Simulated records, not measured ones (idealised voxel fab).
This section sets out a process module, namely voxel self aligned contacts.
The cross-section on display is named cut; it measures 225 nm wide, and its cells are 5 nm squares.
When this document writes out a cross-section, it uses a grid of square cells and lists it as bands, beginning at the top and moving down, with a band standing for one or more rows of cells. Per band: top height and bottom height in nm, followed by the left-to-right materials and their widths in nm; "full width" marks a single material spanning edge to edge, "air" marks empty space. Below 0: as-received wafer, all one material; heights counted from there. Lowest band: no bottom, goes on down, written "0 down". Width spec "30->40" -> top row of cells at first value, bottom row at second value, equal per-row change in between. For the purposes of this document, the phrase "nothing got changed" attached to a step denotes that no cell within the cross-section was modified by that step. "Voids, sealed" enumerates empty spaces isolated from the top, with no open way to it, that contain at least 8 cells, giving each as width x height at distance from the left edge, all three in nm. It should be noted that, on the line of a given step, the content following the step's settings is a remark produced by the simulator itself with respect to that step. overlay nm: how far to the right of its planned place the mask lay on this masked step (negative: to the left).

### Steps planned for the process
1 RECEIVE (material Si)
2 OXIDIZE (depth nm 5)
3 DIRECTIONAL_DEP (material polySi; thk nm 20)
4 DIRECTIONAL_DEP (material SiN; thk nm 25)
5 DIRECTIONAL_DEP (material aC; thk nm 10)
6 PATTERN (tone cover; mask id GATE; material resist; width nm 25; pitch nm 70; thk nm 25; overlay nm 0)
7 DIRECTIONAL_ETCH (etch materials aC; depth nm 10)
8 STRIP (etch materials resist)
9 DIRECTIONAL_ETCH (etch materials SiN; depth nm 25)
10 DIRECTIONAL_ETCH (etch materials polySi; depth nm 20)
11 STRIP (etch materials aC)
12 CONFORMAL_DEP (material SiN; thk nm 10)
13 DIRECTIONAL_ETCH (etch materials SiN; depth nm 10)
14 FILL_DEP (material SiO2; thk nm 15)
15 CMP (height nm 50)
16 DIRECTIONAL_DEP (material aC; thk nm 10)
17 PATTERN (tone open; mask id CONTACT; material resist; width nm 55; pitch nm 70; thk nm 30; overlay nm 0)
18 DIRECTIONAL_ETCH (etch materials aC; depth nm 10)
19 STRIP (etch materials resist)
20 DIRECTIONAL_ETCH (etch materials SiO2; depth nm 55)
21 STRIP (etch materials aC)
22 CONFORMAL_DEP (material TiN; thk nm 5)
23 FILL_DEP (material Ru; thk nm 10)
24 CMP (height nm 50)
25 CONFORMAL_DEP (material SiN; thk nm 5)

### Cross-section of the wafer at receipt, which is the condition after step 1
  0 down | Si full width
  Voids, sealed: none

### Here's the cross-section of the first of our two wafers at the end of the module - it ran as planned
  55 to 50 | SiN full width
  50 to 45 | 50 nm SiO2, then 20 nm TiN, then 15 nm Ru, then 20 nm TiN, then 15 nm SiO2, then 20 nm TiN, then 15 nm Ru, then 20 nm TiN, then 50 nm SiO2
  45 to 20 | 20 nm SiO2, then 45 nm SiN, then 5 nm TiN, then 15 nm Ru, then 5 nm TiN, then 45 nm SiN, then 5 nm TiN, then 15 nm Ru, then 5 nm TiN, then 45 nm SiN, then 20 nm SiO2
  20 to 0 | 20 nm SiO2, then 10 nm SiN, then 25 nm polySi, then 10 nm SiN, then 5 nm TiN, then 15 nm Ru, then 5 nm TiN, then 10 nm SiN, then 25 nm polySi, then 10 nm SiN, then 5 nm TiN, then 15 nm Ru, then 5 nm TiN, then 10 nm SiN, then 25 nm polySi, then 10 nm SiN, then 20 nm SiO2
  0 to -5 | 65 nm SiO2, then 25 nm TiN, then 45 nm SiO2, then 25 nm TiN, then 65 nm SiO2
  -5 down | Si full width
  Voids, sealed: none

### Cross-section of the latter of the two wafers at module completion. It had an identical start and an identical plan to the former; in running it, one mistake was made
  45 to 40 | SiN full width
  40 to 20 | 20 nm SiO2, then 45 nm SiN, then 5 nm TiN, then 15 nm Ru, then 5 nm TiN, then 45 nm SiN, then 5 nm TiN, then 15 nm Ru, then 5 nm TiN, then 45 nm SiN, then 20 nm SiO2
  20 to 0 | 20 nm SiO2, then 10 nm SiN, then 25 nm polySi, then 10 nm SiN, then 5 nm TiN, then 15 nm Ru, then 5 nm TiN, then 10 nm SiN, then 25 nm polySi, then 10 nm SiN, then 5 nm TiN, then 15 nm Ru, then 5 nm TiN, then 10 nm SiN, then 25 nm polySi, then 10 nm SiN, then 20 nm SiO2
  0 to -5 | 65 nm SiO2, then 25 nm TiN, then 45 nm SiO2, then 25 nm TiN, then 65 nm SiO2
  -5 down | Si full width
  Voids, sealed: none
What was done differently from what was planned? in deviation from the planned setting, step 24 was conducted as CMP (height nm 40)
Heads up, by the end the second wafer has more or fewer cells of some materials compared to the first: 12 fewer of Ru | 27 fewer of SiN | 31 fewer of SiO2 | 20 fewer of TiN
